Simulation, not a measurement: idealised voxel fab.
The process module that follows is named voxel self aligned contacts.
Section cut is 220 nm wide and gridded with 5 nm square cells.
In what follows, cross-sections appear as grids of square cells, described through bands that run from the top down, where every band is one or more rows of cells. In this notation a band is specified by the heights of its top and bottom, in that order and in nm, after which its materials appear from left to right, each paired with its width in nm. The word "edge to edge" attached to a single material means that material fills the band from edge to edge; the word "air" stands for empty space. Heights are reckoned from 0. Under this level, the received wafer is all of one material. The bottommost band is open-ended downward, for example "0 and below". Width spec "30 to 40" -> top row of cells at first value, bottom row at second value, equal per-row change in between. "no change occurred" after a step means that no cell of the cross-section changed. If an empty space has no open way to the top and is at least 8 cells in size, "Closed void inventory" lists it, written width x height at distance, where distance is measured from the left edge and every value is in nm. Past the settings on a step's line: simulator remark, on that step. A step line may carry the setting "overlay nm", which, for steps involving a mask, states the distance by which the mask lay to the right of its intended position; negative values denote displacement to the left.

So here's the lineup of process steps we planned:
step 1: RECEIVE, material Si
step 2: CONFORMAL_DEP, material SiO2, thk nm 5
step 3: DIRECTIONAL_DEP, material polySi, thk nm 25
step 4: DIRECTIONAL_DEP, material SiN, thk nm 15
step 5: MASKED_ETCH, tone cover, mask id GATE, width nm 35, pitch nm 70, etch materials SiN, depth nm 15, overlay nm 0
step 6: MASKED_ETCH, tone cover, mask id GATE, width nm 35, pitch nm 70, etch materials polySi, depth nm 25, overlay nm 0
step 7: CONFORMAL_DEP, material SiN, thk nm 5
step 8: DIRECTIONAL_ETCH, etch materials SiN, depth nm 5
step 9: FILL_DEP, material SiO2, thk nm 10
step 10: CMP, height nm 50
step 11: PATTERN, tone open, mask id CONTACT, material resist, width nm 45, thk nm 15, overlay nm 0
step 12: DIRECTIONAL_ETCH, etch materials SiO2, depth nm 50
step 13: STRIP, etch materials resist
step 14: CONFORMAL_DEP, material TiN, thk nm 5
step 15: FILL_DEP, material Ru, thk nm 10
step 16: CMP, height nm 50
step 17: CONFORMAL_DEP, material SiN, thk nm 5

As received (post step 1): cross-section:
- 0 and below = Si edge to edge
- Closed void inventory: none

Post-module cross-section of the first of two wafers (run per plan):
- 55 down to 50 = SiN edge to edge
- 50 down to 45 = SiO2 (85)  TiN (15)  Ru (15)  TiN (15)  SiO2 (90)
- 45 down to 30 = SiO2 (50)  SiN (45)  TiN (5)  Ru (15)  TiN (5)  SiN (45)  SiO2 (55)
- 30 down to 5 = SiO2 (50)  SiN (5)  polySi (35)  SiN (5)  TiN (5)  Ru (15)  TiN (5)  SiN (5)  polySi (35)  SiN (5)  SiO2 (55)
- 5 down to 0 = SiO2 (95)  TiN (25)  SiO2 (100)
- 0 and below = Si edge to edge
- Closed void inventory: none

Module end: cross-section of wafer two of two. Same start and process plan as the first wafer. One mistake during execution:
- 55 down to 50 = SiN edge to edge
- 50 down to 45 = Ru (45)  TiN (40)  SiO2 (45)  TiN (40)  Ru (50)
- 45 down to 30 = Ru (45)  TiN (5)  SiN (45)  SiO2 (25)  SiN (45)  TiN (5)  Ru (50)
- 30 down to 5 = Ru (45)  TiN (5)  SiN (5)  polySi (35)  SiN (5)  SiO2 (25)  SiN (5)  polySi (35)  SiN (5)  TiN (5)  Ru (50)
- 5 down to 0 = TiN (50)  SiO2 (115)  TiN (55)
- 0 and below = Si edge to edge
- Closed void inventory: none
Here's what went sideways: step 11 was not run as planned; what actually ran was PATTERN, tone cover, mask id CONTACT, material resist, width nm 45, thk nm 15, overlay nm 0
Heads up, by the end the second wafer has more or fewer cells of some materials compared to the first: +144 Ru, -170 SiO2, +26 TiN
